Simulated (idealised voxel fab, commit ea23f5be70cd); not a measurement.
Title: Process Module voxel gate over fins
Pictured: cross-section cut, 230 nm wide, on a grid of 5 nm square cells.
The cross-sections in this document take the form of a grid made of square cells. They are written out as bands, in order from top to bottom. Each band consists of one or more rows of cells.
Band: top and bottom heights (nm) first, top before bottom; then materials from left to right, widths in nm. "edge to edge" marks a sole material filling the band edge to edge. "blank" denotes empty space.
Beneath 0, the wafer as received is one material, and that level is where height counting begins. The lowest band goes on downward without a bottom; it is written like "0 and below".
When a width is written as two numbers, as in "30 to 40", the first number is the width in the top row of cells of the band and the second is the width in its bottom row, and the width changes by the same amount from each row to the next.
Key: "everything unchanged" - step with no changed cell in the cross-section.
Voids not open to the top, 8 cells minimum: see "Enclosed cavity list". Written width x height at distance; distance is from the left edge; nm.
It should be noted that, on the line of a given step, the content following the step's settings is a remark produced by the simulator itself with respect to that step.
overlay nm: step with mask; distance mask lay right of planned place; negative value = left of planned place.

-- Steps in the process plan
| 1 | RECEIVE with material Si |
| 2 | CONFORMAL_DEP with material SiN, thk nm 5 |
| 3 | PATTERN with tone cover, mask id FINS, material resist, width nm 15, pitch nm 50, thk nm 20, overlay nm 0 |
| 4 | DIRECTIONAL_ETCH with etch materials SiN, depth nm 5 |
| 5 | DIRECTIONAL_ETCH with etch materials Si, depth nm 40 |
| 6 | STRIP with etch materials resist |
| 7 | OXIDIZE with depth nm 5 |
| 8 | FILL_DEP with material SiO2, thk nm 10 |
| 9 | CMP with height nm 5 |
| 10 | DIRECTIONAL_DEP with material aC, thk nm 10 |
| 11 | PATTERN with tone open, mask id RAIL, material resist, width nm 15, thk nm 25, overlay nm 0 |
| 12 | DIRECTIONAL_ETCH with etch materials aC, depth nm 10 |
| 13 | STRIP with etch materials resist |
| 14 | DIRECTIONAL_ETCH with etch materials SiO2, depth nm 30 |
| 15 | STRIP with etch materials aC |
| 16 | CONFORMAL_DEP with material TiN, thk nm 5 |
| 17 | FILL_DEP with material W, thk nm 10 |
| 18 | CMP with height nm 5 |
| 19 | SELECTIVE_ETCH with etch materials W Ru TiN, depth nm 25 |
| 20 | FILL_DEP with material SiO2, thk nm 5 |
| 21 | CMP with height nm 5 |
| 22 | SELECTIVE_ETCH with etch materials SiO2, depth nm 20 |
| 23 | STRIP with etch materials SiN |
| 24 | CONFORMAL_DEP with material HfO2, thk nm 5 |
| 25 | CONFORMAL_DEP with material TiN, thk nm 5 |
| 26 | CONFORMAL_DEP with material TiAl, thk nm 5 |
| 27 | CONFORMAL_DEP with material TiN, thk nm 5 |
| 28 | FILL_DEP with material W, thk nm 15 |
| 29 | CMP with height nm 30 |
| 30 | CONFORMAL_DEP with material SiN, thk nm 5 |
Keep in mind the plan's value for the depth nm of step 14 comes from the first wafer; the wafers don't share that setting, but they do share the same starting point.

-- First of several wafers (as received, post step 1), cross-sectional view
    0 and below: Si edge to edge
    Enclosed cavity list: none

-- Wafer rows, end of module: cells per material gained (+) or lost (-) since receipt; closed voids last
depth nm 30, +58 HfO2, -396 Si, +46 SiN, +261 SiO2, +58 TiAl, +119 TiN, +176 W, Enclosed cavity list: none
depth nm 35, +58 HfO2, -396 Si, +46 SiN, +258 SiO2, +58 TiAl, +121 TiN, +177 W, Enclosed cavity list: none
depth nm 40, +58 HfO2, -396 Si, +46 SiN, +255 SiO2, +58 TiAl, +123 TiN, +178 W, Enclosed cavity list: none
depth nm 45, +58 HfO2, -396 Si, +46 SiN, +252 SiO2, +58 TiAl, +125 TiN, +179 W, Enclosed cavity list: none
depth nm 50, +58 HfO2, -396 Si, +46 SiN, +249 SiO2, +58 TiAl, +127 TiN, +180 W, Enclosed cavity list: none
depth nm 55, +58 HfO2, -396 Si, +46 SiN, +249 SiO2, +58 TiAl, +127 TiN, +180 W, Enclosed cavity list: none
